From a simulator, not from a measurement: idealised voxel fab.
process module | voxel capacitor over wiring
cross-section cut | 285 nm wide | cells 5 nm
A cross-section is a grid of square cells, given in bands from the top down. A band is one or more rows of cells.
Each band's line starts with the height of the band's top and of its bottom, in nm. Then come its materials from left to right, each with its width in nm. One material with "throughout" fills the band from edge to edge. "air" is empty space.
Height 0 is the level under which the wafer as received is all one material. The lowest band goes on downwards, as in "0 down".
A width such as "30 to 40" changes by the same amount from each row of cells to the next, from the band's top row to its bottom row.
"no change" after a step means that no cell of the cross-section changed.
closed voids: empty space of 8 cells or more with no open way to the top, each as width x height at its distance from the left edge, in nm
after a step's settings: what the simulator itself notes on the step
overlay nm, on a step with a mask: how far to the right of its planned place the mask lay; to the left if negative
plan
1 op RECEIVE | material Si
2 op CONFORMAL_DEP | material SiO2 | thk nm 15
3 op DIRECTIONAL_DEP | material TiN | thk nm 5
4 op DIRECTIONAL_DEP | material Ru | thk nm 20
5 op PATTERN | tone cover | mask id METAL_1 | material resist | width nm 30 | pitch nm 100 | thk nm 20 | overlay nm 0
6 op DIRECTIONAL_ETCH | etch materials Ru | depth nm 10
7 op DIRECTIONAL_ETCH | etch materials TiN | depth nm 5
8 op STRIP | etch materials resist
9 op FILL_DEP | material SiO2 | thk nm 10
10 op CMP | height nm 40
11 op CONFORMAL_DEP | material SiCN | thk nm 5
12 op DIRECTIONAL_DEP | material lowk | thk nm 15
13 op DIRECTIONAL_DEP | material aC | thk nm 15
14 op PATTERN | tone open | mask id PLUG_1 | material resist | width nm 15 | thk nm 30 | overlay nm 0
15 op DIRECTIONAL_ETCH | etch materials aC | depth nm 15
16 op STRIP | etch materials resist
17 op DIRECTIONAL_ETCH | etch materials lowk | depth nm 15
18 op DIRECTIONAL_ETCH | etch materials SiCN | depth nm 5
19 op STRIP | etch materials aC
20 op EPI | material Ru | thk nm 10
21 op EPI | material Ru | thk nm 10
22 op DIRECTIONAL_DEP | material TiN | thk nm 10
23 op DIRECTIONAL_DEP | material Al2O3 | thk nm 5
24 op DIRECTIONAL_DEP | material TiN | thk nm 5
25 op PATTERN | tone cover | mask id UPPER_PLATE | material resist | width nm 75 | thk nm 15 | overlay nm 0
26 op DIRECTIONAL_ETCH | etch materials TiN | depth nm 5
27 op DIRECTIONAL_ETCH | etch materials Al2O3 | depth nm 5
28 op STRIP | etch materials resist
29 op MASKED_ETCH | tone cover | mask id LOWER_PLATE | width nm 85 | etch materials TiN | depth nm 10 | overlay nm 0
30 op FILL_DEP | material SiO2 | thk nm 20
31 op CMP | height nm 95
32 op MASKED_ETCH | tone open | mask id PLUG_2 | width nm 15 | etch materials SiO2 | depth nm 15 | overlay nm 0
33 op CONFORMAL_DEP | material TiN | thk nm 5
34 op FILL_DEP | material Ru | thk nm 10
35 op CMP | height nm 95
36 op CONFORMAL_DEP | material SiN | thk nm 5
varied across the wafers: depth nm of step 6. The plan shows the first wafer's value. All wafers start alike
first wafer as received, after step 1
  0 down: Si throughout
  closed voids: none
first wafer at the end, after step 36
  100 to 95: SiN throughout
  95 to 85: SiO2 100 | TiN 5 | Ru 5 | TiN 5 | SiO2 170
  85 to 75: SiO2 100 to 90 | TiN 15 to 75 | SiO2 170 to 120
  75 to 70: SiO2 90 | Al2O3 75 | SiO2 120
  70 to 60: SiO2 85 | TiN 85 | SiO2 115
  60 to 45: lowk 90 | Ru 15 | lowk 180
  45 to 40: SiCN 90 | Ru 15 | SiCN 180
  40 to 30: SiO2 75 | Ru 30 | SiO2 70 | Ru 30 | SiO2 80
  30 to 20: Ru throughout
  20 to 15: TiN throughout
  15 to 0: SiO2 throughout
  0 down: Si throughout
  closed voids: none
last wafer at the end
  100 to 95: SiN throughout
  95 to 85: SiO2 100 | TiN 5 | Ru 5 | TiN 5 | SiO2 170
  85 to 75: SiO2 100 to 90 | TiN 15 to 75 | SiO2 170 to 120
  75 to 70: SiO2 90 | Al2O3 75 | SiO2 120
  70 to 60: SiO2 85 | TiN 85 | SiO2 115
  60 to 45: lowk 90 | Ru 15 | lowk 180
  45 to 40: SiCN 90 | Ru 15 | SiCN 180
  40 to 20: SiO2 75 | Ru 30 | SiO2 70 | Ru 30 | SiO2 80
  20 to 15: SiO2 75 | TiN 30 | SiO2 70 | TiN 30 | SiO2 80
  15 to 0: SiO2 throughout
  0 down: Si throughout
  closed voids: none
each wafer at the end: cells of each material gained (+) or lost (-) since it was received, then its closed voids
depth nm 10 | +15 Al2O3 | +152 Ru | +54 SiCN | +57 SiN | +587 SiO2 | +113 TiN | +162 lowk | closed voids: none
depth nm 15 | +15 Al2O3 | +107 Ru | +54 SiCN | +57 SiN | +632 SiO2 | +113 TiN | +162 lowk | closed voids: none
depth nm 20 | +15 Al2O3 | +62 Ru | +54 SiCN | +57 SiN | +722 SiO2 | +68 TiN | +162 lowk | closed voids: none
depth nm 25 | +15 Al2O3 | +62 Ru | +54 SiCN | +57 SiN | +722 SiO2 | +68 TiN | +162 lowk | closed voids: none
depth nm 30 | +15 Al2O3 | +62 Ru | +54 SiCN | +57 SiN | +722 SiO2 | +68 TiN | +162 lowk | closed voids: none
depth nm 35 | +15 Al2O3 | +62 Ru | +54 SiCN | +57 SiN | +722 SiO2 | +68 TiN | +162 lowk | closed voids: none
